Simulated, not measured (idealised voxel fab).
This is a process module. Its name is voxel double patterning.
215 nm wide, 5 nm square cells: that's cross-section cut.
In what follows, cross-sections appear as grids of square cells, described through bands that run from the top down, where every band is one or more rows of cells.
In this notation a band is specified by the heights of its top and bottom, in that order and in nm, after which its materials appear from left to right, each paired with its width in nm. The word "full width" attached to a single material means that material fills the band from edge to edge; the word "air" stands for empty space.
Basically, 0 is our baseline, since under it the wafer straight out of the box is all one material. The bottom band has no lower end and keeps on going down, so it looks like "0 -> down".
Quick explanation for "30..40": the width changes in equal steps down the rows of cells, from the first number in the band's top row to the second number in its bottom row.
"no change" -> step changed no cross-section cell.
Each empty space that has no open way to the top and spans at least 8 cells appears under "Cavities, closed" as width x height at distance, the distance counted from the left edge, all in nm.
If you see something after the settings on a step's line, that's the simulator's own remark about that step.
overlay nm: on a step with a mask, how far right of its planned place the mask lay; negative means left.
The planned process steps are enumerated hereunder
1. RECEIVE, material Si
2. CONFORMAL_DEP, material SiO2, thk nm 5
3. DIRECTIONAL_DEP, material W, thk nm 20
4. DIRECTIONAL_DEP, material SiCN, thk nm 5
5. DIRECTIONAL_DEP, material aC, thk nm 10
6. PATTERN, tone open, mask id FIRST, material resist, width nm 15, pitch nm 50, thk nm 25, overlay nm 0
7. DIRECTIONAL_ETCH, etch materials aC, depth nm 10
8. STRIP, etch materials resist
9. DIRECTIONAL_ETCH, etch materials SiCN, depth nm 5
10. STRIP, etch materials aC
11. MASKED_ETCH, tone open, mask id SECOND, width nm 15, pitch nm 50, etch materials SiCN, depth nm 5, overlay nm 0
12. DIRECTIONAL_ETCH, etch materials W, depth nm 20
13. STRIP, etch materials SiCN
First of two wafers: run as planned
Cross-section of the wafer as it came to us, i.e., already through step 1
  0 -> down  Si full width
  Cavities, closed: none
after step 2
  5 -> 0  SiO2 full width
  No changes below 0.
after step 3
  25 -> 5  W full width
  No changes below 5.
after step 4
  30 -> 25  SiCN full width
  No changes below 25.
after step 5
  40 -> 30  aC full width
  No changes below 30.
after step 6
  65 -> 40  resist (50) | air (15) | resist (35) | air (15) | resist (35) | air (15) | resist (50)
  No changes below 40.
after step 7
  55 -> 40  resist (50) | air (15) | resist (35) | air (15) | resist (35) | air (15) | resist (50)
  40 -> 30  aC (50) | air (15) | aC (35) | air (15) | aC (35) | air (15) | aC (50)
  No changes below 30.
after step 8
  40 -> 30  aC (50) | air (15) | aC (35) | air (15) | aC (35) | air (15) | aC (50)
  No changes below 30.
after step 9
  40 -> 30  aC (50) | air (15) | aC (35) | air (15) | aC (35) | air (15) | aC (50)
  30 -> 25  SiCN (50) | air (15) | SiCN (35) | air (15) | SiCN (35) | air (15) | SiCN (50)
  No changes below 25.
after step 10
  30 -> 25  SiCN (50) | air (15) | SiCN (35) | air (15) | SiCN (35) | air (15) | SiCN (50)
  No changes below 25.
after step 11
  30 -> 25  SiCN (50) | air (15) | SiCN (10) | air (15) | SiCN (10) | air (15) | SiCN (10) | air (15) | SiCN (10) | air (15) | SiCN (50)
  No changes below 25.
after step 12
  30 -> 25  SiCN (50) | air (15) | SiCN (10) | air (15) | SiCN (10) | air (15) | SiCN (10) | air (15) | SiCN (10) | air (15) | SiCN (50)
  25 -> 5  W (50) | air (15) | W (10) | air (15) | W (10) | air (15) | W (10) | air (15) | W (10) | air (15) | W (50)
  No changes below 5.
after step 13
  25 -> 5  W (50) | air (15) | W (10) | air (15) | W (10) | air (15) | W (10) | air (15) | W (10) | air (15) | W (50)
  No changes below 5.
Second wafer, same starting conditions and recipe as the first, one mistake in executing it, nothing differs from the first up to and including step 1
Here is the second wafer in cross-section at the point where step 2 of the plan should have been done
  20 -> 0  W full width
  No changes below 0.
Here is the second wafer in cross-section at the point where step 3 of the plan should have been done
  25 -> 20  SiO2 full width
  No changes below 20.
Here is the second wafer in cross-section at the point where step 4 of the plan should have been done
  30 -> 25  SiCN full width
  No changes below 25.
Here is the second wafer in cross-section at the point where step 5 of the plan should have been done
  40 -> 30  aC full width
  No changes below 30.
Here is the second wafer in cross-section at the point where step 6 of the plan should have been done
  65 -> 40  resist (50) | air (15) | resist (35) | air (15) | resist (35) | air (15) | resist (50)
  No changes below 40.
Here is the second wafer in cross-section at the point where step 7 of the plan should have been done
  55 -> 40  resist (50) | air (15) | resist (35) | air (15) | resist (35) | air (15) | resist (50)
  40 -> 30  aC (50) | air (15) | aC (35) | air (15) | aC (35) | air (15) | aC (50)
  No changes below 30.
Here is the second wafer in cross-section at the point where step 8 of the plan should have been done
  40 -> 30  aC (50) | air (15) | aC (35) | air (15) | aC (35) | air (15) | aC (50)
  No changes below 30.
Here is the second wafer in cross-section at the point where step 9 of the plan should have been done
  40 -> 30  aC (50) | air (15) | aC (35) | air (15) | aC (35) | air (15) | aC (50)
  30 -> 25  SiCN (50) | air (15) | SiCN (35) | air (15) | SiCN (35) | air (15) | SiCN (50)
  No changes below 25.
Here is the second wafer in cross-section at the point where step 10 of the plan should have been done
  30 -> 25  SiCN (50) | air (15) | SiCN (35) | air (15) | SiCN (35) | air (15) | SiCN (50)
  No changes below 25.
Here is the second wafer in cross-section at the point where step 11 of the plan should have been done
  30 -> 25  SiCN (50) | air (15) | SiCN (10) | air (15) | SiCN (10) | air (15) | SiCN (10) | air (15) | SiCN (10) | air (15) | SiCN (50)
  No changes below 25.
Here is the second wafer in cross-section at the point where step 12 of the plan should have been done: no change
Here is the second wafer in cross-section at the point where step 13 of the plan should have been done
  25 -> 20  SiO2 full width
  No changes below 20.
So what did we get wrong on this run? swap of plan steps 2 and 3 during execution
The closing comparison, in cells, has the second wafer with more or fewer of some materials than the first: 60 more of W
